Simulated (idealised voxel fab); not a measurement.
Process module under the name voxel self aligned contacts
FYI the section here is cut, 150 nm wide, cells are 5 nm squares.
Cross-section = grid of square cells, listed top down in bands; band = one or more rows.
For a band, the entry starts with two heights in nm, that of the top and then that of the bottom, and carries on with the band's materials in order from left to right, each alongside its width in nm; the word "full width" beside a single material means it fills the band edge to edge, and "air" means empty space.
All heights in this document are referenced to 0, defined as the level beneath which the wafer, as received, consists entirely of one material. The lowest band is not bounded below; it extends indefinitely downward and is written in the form "0 nm and below".
A width given as "30 to 40" starts at the first number in the band's top row and ends at the second number in its bottom row, shifting by an equal amount at every step from row to row.
Reading "no alterations made" for a step: not a cell of the cross-section changed in it.
"Encapsulated voids": sealed empty spaces, 8 cells or more, no open way to top, listed width x height at distance, with distance from the left edge and width, height and distance in nm.
after a step's settings: what the simulator itself notes on the step
overlay nm: mask offset rightward from planned place, masked step; negative means leftward offset.
# Process steps (planned)
| 1 | RECEIVE | material Si |
| 2 | CONFORMAL_DEP | material SiO2 | thk nm 5 |
| 3 | DIRECTIONAL_DEP | material polySi | thk nm 30 |
| 4 | DIRECTIONAL_DEP | material SiN | thk nm 20 |
| 5 | MASKED_ETCH | tone cover | mask id GATE | width nm 30 | pitch nm 60 | etch materials SiN | depth nm 20 | overlay nm 0 |
| 6 | MASKED_ETCH | tone cover | mask id GATE | width nm 30 | pitch nm 60 | etch materials polySi | depth nm 30 | overlay nm 0 |
| 7 | CONFORMAL_DEP | material SiN | thk nm 5 |
| 8 | DIRECTIONAL_ETCH | etch materials SiN | depth nm 5 |
| 9 | FILL_DEP | material SiO2 | thk nm 20 |
| 10 | CMP | height nm 65 |
| 11 | DIRECTIONAL_DEP | material aC | thk nm 15 |
| 12 | PATTERN | tone open | mask id CONTACT | material resist | width nm 40 | thk nm 30 | overlay nm 0 |
| 13 | DIRECTIONAL_ETCH | etch materials aC | depth nm 15 |
| 14 | STRIP | etch materials resist |
| 15 | DIRECTIONAL_ETCH | etch materials SiO2 | depth nm 65 |
| 16 | STRIP | etch materials aC |
| 17 | CONFORMAL_DEP | material TiN | thk nm 5 |
| 18 | FILL_DEP | material W | thk nm 5 |
| 19 | CMP | height nm 65 |
| 20 | CONFORMAL_DEP | material SiN | thk nm 5 |
# Account of the first of two wafers, which was processed as intended
# Here's what the wafer looked like in cross-section when it arrived - that's after step 1
0 nm and below | Si full width
Encapsulated voids: none
# Wafer xsec, post step 2
5 nm to 0 nm | SiO2 full width
No changes below 0.
# Wafer xsec, post step 3
35 nm to 5 nm | polySi full width
No changes below 5.
# Wafer xsec, post step 4
55 nm to 35 nm | SiN full width
No changes below 35.
# Wafer xsec, post step 5
55 nm to 35 nm | air: 30 / SiN: 30 / air: 30 / SiN: 30 / air: 30
No changes below 35.
# Wafer xsec, post step 6
55 nm to 35 nm | air: 30 / SiN: 30 / air: 30 / SiN: 30 / air: 30
35 nm to 5 nm | air: 30 / polySi: 30 / air: 30 / polySi: 30 / air: 30
No changes below 5.
# Wafer xsec, post step 7
60 nm to 35 nm | air: 25 / SiN: 40 / air: 20 / SiN: 40 / air: 25
35 nm to 10 nm | air: 25 / SiN: 5 / polySi: 30 / SiN: 5 / air: 20 / SiN: 5 / polySi: 30 / SiN: 5 / air: 25
10 nm to 5 nm | SiN: 30 / polySi: 30 / SiN: 30 / polySi: 30 / SiN: 30
No changes below 5.
# Wafer xsec, post step 8
55 nm to 35 nm | air: 25 / SiN: 40 / air: 20 / SiN: 40 / air: 25
35 nm to 5 nm | air: 25 / SiN: 5 / polySi: 30 / SiN: 5 / air: 20 / SiN: 5 / polySi: 30 / SiN: 5 / air: 25
No changes below 5.
# Wafer xsec, post step 9
75 nm to 55 nm | SiO2 full width
55 nm to 35 nm | SiO2: 25 / SiN: 40 / SiO2: 20 / SiN: 40 / SiO2: 25
35 nm to 5 nm | SiO2: 25 / SiN: 5 / polySi: 30 / SiN: 5 / SiO2: 20 / SiN: 5 / polySi: 30 / SiN: 5 / SiO2: 25
No changes below 5.
# Wafer xsec, post step 10
65 nm to 55 nm | SiO2 full width
No changes below 55.
# Wafer xsec, post step 11
80 nm to 65 nm | aC full width
No changes below 65.
# Wafer xsec, post step 12
110 nm to 80 nm | resist: 55 / air: 40 / resist: 55
No changes below 80.
# Wafer xsec, post step 13
95 nm to 80 nm | resist: 55 / air: 40 / resist: 55
80 nm to 65 nm | aC: 55 / air: 40 / aC: 55
No changes below 65.
# Wafer xsec, post step 14
80 nm to 65 nm | aC: 55 / air: 40 / aC: 55
No changes below 65.
# Wafer xsec, post step 15
80 nm to 65 nm | aC: 55 / air: 40 / aC: 55
65 nm to 55 nm | SiO2: 55 / air: 40 / SiO2: 55
55 nm to 35 nm | SiO2: 25 / SiN: 40 / air: 20 / SiN: 40 / SiO2: 25
35 nm to 5 nm | SiO2: 25 / SiN: 5 / polySi: 30 / SiN: 5 / air: 20 / SiN: 5 / polySi: 30 / SiN: 5 / SiO2: 25
5 nm to 0 nm | SiO2: 65 / air: 20 / SiO2: 65
No changes below 0.
# Wafer xsec, post step 16
65 nm to 55 nm | SiO2: 55 / air: 40 / SiO2: 55
No changes below 55.
# Wafer xsec, post step 17
70 nm to 65 nm | TiN: 60 / air: 30 / TiN: 60
65 nm to 55 nm | SiO2: 55 / TiN: 5 to 15 / air: 30 to 10 / TiN: 5 to 15 / SiO2: 55
55 nm to 35 nm | SiO2: 25 / SiN: 40 / TiN: 5 / air: 10 / TiN: 5 / SiN: 40 / SiO2: 25
35 nm to 5 nm | SiO2: 25 / SiN: 5 / polySi: 30 / SiN: 5 / TiN: 5 / air: 10 / TiN: 5 / SiN: 5 / polySi: 30 / SiN: 5 / SiO2: 25
5 nm to 0 nm | SiO2: 65 / TiN: 20 / SiO2: 65
No changes below 0.
# Wafer xsec, post step 18
75 nm to 70 nm | W full width
70 nm to 65 nm | TiN: 60 / W: 30 / TiN: 60
65 nm to 55 nm | SiO2: 55 / TiN: 5 to 15 / W: 30 to 10 / TiN: 5 to 15 / SiO2: 55
55 nm to 35 nm | SiO2: 25 / SiN: 40 / TiN: 5 / W: 10 / TiN: 5 / SiN: 40 / SiO2: 25
35 nm to 5 nm | SiO2: 25 / SiN: 5 / polySi: 30 / SiN: 5 / TiN: 5 / W: 10 / TiN: 5 / SiN: 5 / polySi: 30 / SiN: 5 / SiO2: 25
No changes below 5.
# Wafer xsec, post step 19
65 nm to 55 nm | SiO2: 55 / TiN: 5 to 15 / W: 30 to 10 / TiN: 5 to 15 / SiO2: 55
No changes below 55.
# Wafer xsec, post step 20
70 nm to 65 nm | SiN full width
No changes below 65.
# For the second wafer, take the first wafer's start and plan, then add one mistake made in running it; everything through step 4, that step included, is shared with the first
# Second wafer profile in section, at the moment step 5 of the plan was meant to be complete
55 nm to 35 nm | air: 35 / SiN: 20 / air: 40 / SiN: 20 / air: 35
No changes below 35.
# Second wafer profile in section, at the moment step 6 of the plan was meant to be complete
55 nm to 35 nm | air: 35 / SiN: 20 / air: 40 / SiN: 20 / air: 35
35 nm to 5 nm | air: 30 / polySi: 30 / air: 30 / polySi: 30 / air: 30
No changes below 5.
# Second wafer profile in section, at the moment step 7 of the plan was meant to be complete
60 nm to 40 nm | air: 30 / SiN: 30 / air: 30 / SiN: 30 / air: 30
40 nm to 35 nm | air: 25 / SiN: 40 / air: 20 / SiN: 40 / air: 25
35 nm to 10 nm | air: 25 / SiN: 5 / polySi: 30 / SiN: 5 / air: 20 / SiN: 5 / polySi: 30 / SiN: 5 / air: 25
10 nm to 5 nm | SiN: 30 / polySi: 30 / SiN: 30 / polySi: 30 / SiN: 30
No changes below 5.
# Second wafer profile in section, at the moment step 8 of the plan was meant to be complete
55 nm to 35 nm | air: 30 / SiN: 30 / air: 30 / SiN: 30 / air: 30
35 nm to 5 nm | air: 25 / SiN: 5 / polySi: 30 / SiN: 5 / air: 20 / SiN: 5 / polySi: 30 / SiN: 5 / air: 25
No changes below 5.
# Second wafer profile in section, at the moment step 9 of the plan was meant to be complete
75 nm to 55 nm | SiO2 full width
55 nm to 35 nm | SiO2: 30 / SiN: 30 / SiO2: 30 / SiN: 30 / SiO2: 30
35 nm to 5 nm | SiO2: 25 / SiN: 5 / polySi: 30 / SiN: 5 / SiO2: 20 / SiN: 5 / polySi: 30 / SiN: 5 / SiO2: 25
No changes below 5.
# Second wafer profile in section, at the moment step 10 of the plan was meant to be complete
65 nm to 55 nm | SiO2 full width
No changes below 55.
# Second wafer profile in section, at the moment step 11 of the plan was meant to be complete
80 nm to 65 nm | aC full width
No changes below 65.
# Second wafer profile in section, at the moment step 12 of the plan was meant to be complete
110 nm to 80 nm | resist: 55 / air: 40 / resist: 55
No changes below 80.
# Second wafer profile in section, at the moment step 13 of the plan was meant to be complete
95 nm to 80 nm | resist: 55 / air: 40 / resist: 55
80 nm to 65 nm | aC: 55 / air: 40 / aC: 55
No changes below 65.
# Second wafer profile in section, at the moment step 14 of the plan was meant to be complete
80 nm to 65 nm | aC: 55 / air: 40 / aC: 55
No changes below 65.
# Second wafer profile in section, at the moment step 15 of the plan was meant to be complete
80 nm to 65 nm | aC: 55 / air: 40 / aC: 55
65 nm to 55 nm | SiO2: 55 / air: 40 / SiO2: 55
55 nm to 35 nm | SiO2: 30 / SiN: 30 / air: 30 / SiN: 30 / SiO2: 30
35 nm to 5 nm | SiO2: 25 / SiN: 5 / polySi: 30 / SiN: 5 / air: 20 / SiN: 5 / polySi: 30 / SiN: 5 / SiO2: 25
5 nm to 0 nm | SiO2: 65 / air: 20 / SiO2: 65
No changes below 0.
# Second wafer profile in section, at the moment step 16 of the plan was meant to be complete
65 nm to 55 nm | SiO2: 55 / air: 40 / SiO2: 55
No changes below 55.
# Second wafer profile in section, at the moment step 17 of the plan was meant to be complete
70 nm to 65 nm | TiN: 60 / air: 30 / TiN: 60
65 nm to 55 nm | SiO2: 55 / TiN: 5 to 10 / air: 30 to 20 / TiN: 5 to 10 / SiO2: 55
55 nm to 40 nm | SiO2: 30 / SiN: 30 / TiN: 5 / air: 20 / TiN: 5 / SiN: 30 / SiO2: 30
40 nm to 35 nm | SiO2: 30 / SiN: 30 / TiN: 10 / air: 10 / TiN: 10 / SiN: 30 / SiO2: 30
35 nm to 5 nm | SiO2: 25 / SiN: 5 / polySi: 30 / SiN: 5 / TiN: 5 / air: 10 / TiN: 5 / SiN: 5 / polySi: 30 / SiN: 5 / SiO2: 25
5 nm to 0 nm | SiO2: 65 / TiN: 20 / SiO2: 65
No changes below 0.
# Second wafer profile in section, at the moment step 18 of the plan was meant to be complete
75 nm to 70 nm | W full width
70 nm to 65 nm | TiN: 60 / W: 30 / TiN: 60
65 nm to 55 nm | SiO2: 55 / TiN: 5 to 10 / W: 30 to 20 / TiN: 5 to 10 / SiO2: 55
55 nm to 40 nm | SiO2: 30 / SiN: 30 / TiN: 5 / W: 20 / TiN: 5 / SiN: 30 / SiO2: 30
40 nm to 35 nm | SiO2: 30 / SiN: 30 / TiN: 10 / W: 10 / TiN: 10 / SiN: 30 / SiO2: 30
35 nm to 5 nm | SiO2: 25 / SiN: 5 / polySi: 30 / SiN: 5 / TiN: 5 / W: 10 / TiN: 5 / SiN: 5 / polySi: 30 / SiN: 5 / SiO2: 25
No changes below 5.
# Second wafer profile in section, at the moment step 19 of the plan was meant to be complete
65 nm to 55 nm | SiO2: 55 / TiN: 5 to 10 / W: 30 to 20 / TiN: 5 to 10 / SiO2: 55
No changes below 55.
# Second wafer profile in section, at the moment step 20 of the plan was meant to be complete
70 nm to 65 nm | SiN full width
No changes below 65.
Run error: step 5 deviated from plan and actually ran as MASKED_ETCH | tone cover | mask id GATE | width nm 20 | pitch nm 60 | etch materials SiN | depth nm 20 | overlay nm 0
Per the end-of-run cell counts, the second wafer holds more or fewer of some materials than the first: -16 SiN, +8 SiO2, +8 W
